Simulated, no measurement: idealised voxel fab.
The process module presented herein is designated voxel released beams.
The cross-section shown here is cut; it is 270 nm wide and divided into square cells measuring 5 nm on a side.
Each cross-section below is a grid of square cells, stated as bands in top-down order, with one or more rows of cells making up each band. Band: top and bottom heights (nm) first, top before bottom; then materials from left to right, widths in nm. "full width" marks a sole material filling the band edge to edge. "air" denotes empty space. Zero point of the height axis is 0; under it, received wafer = one material. Lowest band: continues down indefinitely, "0 nm and below". Think of "30..40" as a width that walks from the first number to the second as you go down the band, top row to bottom row, taking equal-sized steps from row to row. It should be understood that the words "remained the same", when stated for a given step, signify that the cross-section underwent no change in any of its cells during that step. You'll see "Trapped void list" listing empty spaces that have no way open to the top, as long as they're 8 cells or more; the notation is width x height at distance, where the distance is from the left edge, and all of it is in nm. That trailing text on a step's line, after the settings, is the simulator's own remark on the step. Among the settings permitted on a step's line is "overlay nm"; applied to a step with a mask, it specifies the extent to which the mask lay to the right of its planned position, whereas a negative figure signifies a position to the left.
Plan:
1 RECEIVE | material Si
2 CONFORMAL_DEP | material Al2O3 | thk nm 10
3 DIRECTIONAL_DEP | material SiO2 | thk nm 10
4 PATTERN | tone open | mask id ANCHOR | material resist | width nm 40 | thk nm 20 | overlay nm -15
5 DIRECTIONAL_ETCH | etch materials SiO2 | depth nm 10
6 STRIP | etch materials resist
7 CONFORMAL_DEP | material SiN | thk nm 15
8 DIRECTIONAL_DEP | material aC | thk nm 15
9 PATTERN | tone cover | mask id BEAM | material resist | width nm 110 | thk nm 35 | overlay nm 0
10 DIRECTIONAL_ETCH | etch materials aC | depth nm 15
11 STRIP | etch materials resist
12 DIRECTIONAL_ETCH | etch materials SiN | depth nm 15
13 STRIP | etch materials aC
14 STRIP | etch materials SiO2
All wafers enter the flow in the same state. The overlay nm at step 4 differs from wafer to wafer, and the plan gives the value for the first wafer.
Received condition of the first of several wafers, sectioned: post-step 1:
  0 nm and below = Si full width
  Trapped void list: none
End of the module, past its last step, step 14: how the first of several wafers looks in cross-section:
  35 nm to 25 nm = air (75)  SiN (5)  air (10)  SiN (95)  air (85)
  25 nm to 20 nm = air (75)  SiN (110)  air (85)
  20 nm to 10 nm = air (65)  SiN (40)  air (165)
  10 nm to 0 nm = Al2O3 full width
  0 nm and below = Si full width
  Trapped void list: none
Cross-section of the final wafer among several, taken at the end of the module:
  35 nm to 25 nm = air (75)  SiN (35)  air (10)  SiN (65)  air (85)
  25 nm to 20 nm = air (75)  SiN (110)  air (85)
  20 nm to 10 nm = air (95)  SiN (40)  air (135)
  10 nm to 0 nm = Al2O3 full width
  0 nm and below = Si full width
  Trapped void list: none
Rows = wafers. At module end, each row lists per material the cells gained (+) or lost (-) since the wafer was received, then the closed voids:
overlay nm -15, +108 Al2O3, +78 SiN, Trapped void list: none
overlay nm -10, +108 Al2O3, +78 SiN, Trapped void list: none
overlay nm -5, +108 Al2O3, +78 SiN, Trapped void list: none
overlay nm 0, +108 Al2O3, +78 SiN, Trapped void list: none
overlay nm 5, +108 Al2O3, +78 SiN, Trapped void list: none
overlay nm 10, +108 Al2O3, +78 SiN, Trapped void list: none
overlay nm 15, +108 Al2O3, +78 SiN, Trapped void list: none
